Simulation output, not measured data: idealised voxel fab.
process module | voxel ribs on slabs
Pictured: cross-section cut, 295 nm wide, on a grid of 5 nm square cells.
In this document a cross-section is written as a grid of square cells. It is given as a series of bands, listed from the top down, and a band is one or more rows of cells.
Look at the band entry: it leads with the top's height and the bottom's height in nm. Then it lists the materials left to right, with a width in nm for each. The word "throughout" on a single material says that material fills the band edge to edge. The word "air" is empty space.
Note: height 0 marks the level under which the wafer is uniformly one material as received. Lowest band unbounded below, written "top 0, no bottom".
A two-number width, for instance "30->40", indicates that the width is equal to the first number in the top row of the band and to the second number in the bottom row, and that it changes by a constant amount per row of cells.
Where a step carries "left unchanged", the cross-section came out of it unchanged, cell for cell.
The list in "Enclosed void inventory" covers empty spaces of 8 cells or more that cannot reach the top through any open way, and it gives each as width x height at distance; the distance is from the left edge, and width, height and distance are in nm.
The remark found on a step's line after its settings is issued by the simulator itself and pertains to that step.
overlay nm: right-of-plan distance of the mask on a masked step; negative values mean left-of-plan.
Process steps (planned)
1,RECEIVE with material Si
2,DIRECTIONAL_DEP with material SiO2, thk nm 25
3,DIRECTIONAL_DEP with material SiN, thk nm 25
4,PATTERN with tone cover, mask id RIB, material resist, width nm 25, thk nm 20, overlay nm -15
5,DIRECTIONAL_ETCH with etch materials SiN, depth nm 15
6,STRIP with etch materials resist
7,MASKED_ETCH with tone cover, mask id SLAB, width nm 85, etch materials SiN, depth nm 10, overlay nm 0
8,FILL_DEP with material SiO2, thk nm 25
9,CMP with height nm 65
10,DIRECTIONAL_DEP with material TiN, thk nm 5
11,PATTERN with tone cover, mask id HEATER, material resist, width nm 35, thk nm 15, overlay nm 0
12,DIRECTIONAL_ETCH with etch materials TiN, depth nm 5
13,STRIP with etch materials resist
14,CONFORMAL_DEP with material SiN, thk nm 5
Variable across wafers: step 4 overlay nm (plan value is that of the first wafer; starting state common to all).
As received, i.e. after step 1: cross-section through the first of several wafers
> top 0, no bottom = Si throughout
> Enclosed void inventory: none
End-of-module cross-section, first of several wafers, after last step 14
> top 75, bottom 70 = 125 of air | 45 of SiN | 125 of air
> top 70, bottom 65 = 130 of SiN | 35 of TiN | 130 of SiN
> top 65, bottom 50 = SiO2 throughout
> top 50, bottom 35 = 120 of SiO2 | 25 of SiN | 150 of SiO2
> top 35, bottom 25 = 105 of SiO2 | 85 of SiN | 105 of SiO2
> top 25, bottom 0 = SiO2 throughout
> top 0, no bottom = Si throughout
> Enclosed void inventory: none
Final wafer of several, shown in cross-section at the end of the module
> top 75, bottom 70 = 125 of air | 45 of SiN | 125 of air
> top 70, bottom 65 = 130 of SiN | 35 of TiN | 130 of SiN
> top 65, bottom 50 = SiO2 throughout
> top 50, bottom 35 = 150 of SiO2 | 25 of SiN | 120 of SiO2
> top 35, bottom 25 = 105 of SiO2 | 85 of SiN | 105 of SiO2
> top 25, bottom 0 = SiO2 throughout
> top 0, no bottom = Si throughout
> Enclosed void inventory: none
The following table contains a row per wafer, in which are reported, at the conclusion of the module, the cells of each material gained (+) or lost (-) since the wafer's receipt, with its closed voids given thereafter
overlay nm -15, +110 SiN, +718 SiO2, +7 TiN, Enclosed void inventory: none
overlay nm -10, +110 SiN, +718 SiO2, +7 TiN, Enclosed void inventory: none
overlay nm -5, +110 SiN, +718 SiO2, +7 TiN, Enclosed void inventory: none
overlay nm 0, +110 SiN, +718 SiO2, +7 TiN, Enclosed void inventory: none
overlay nm 5, +110 SiN, +718 SiO2, +7 TiN, Enclosed void inventory: none
overlay nm 10, +110 SiN, +718 SiO2, +7 TiN, Enclosed void inventory: none
overlay nm 15, +110 SiN, +718 SiO2, +7 TiN, Enclosed void inventory: none
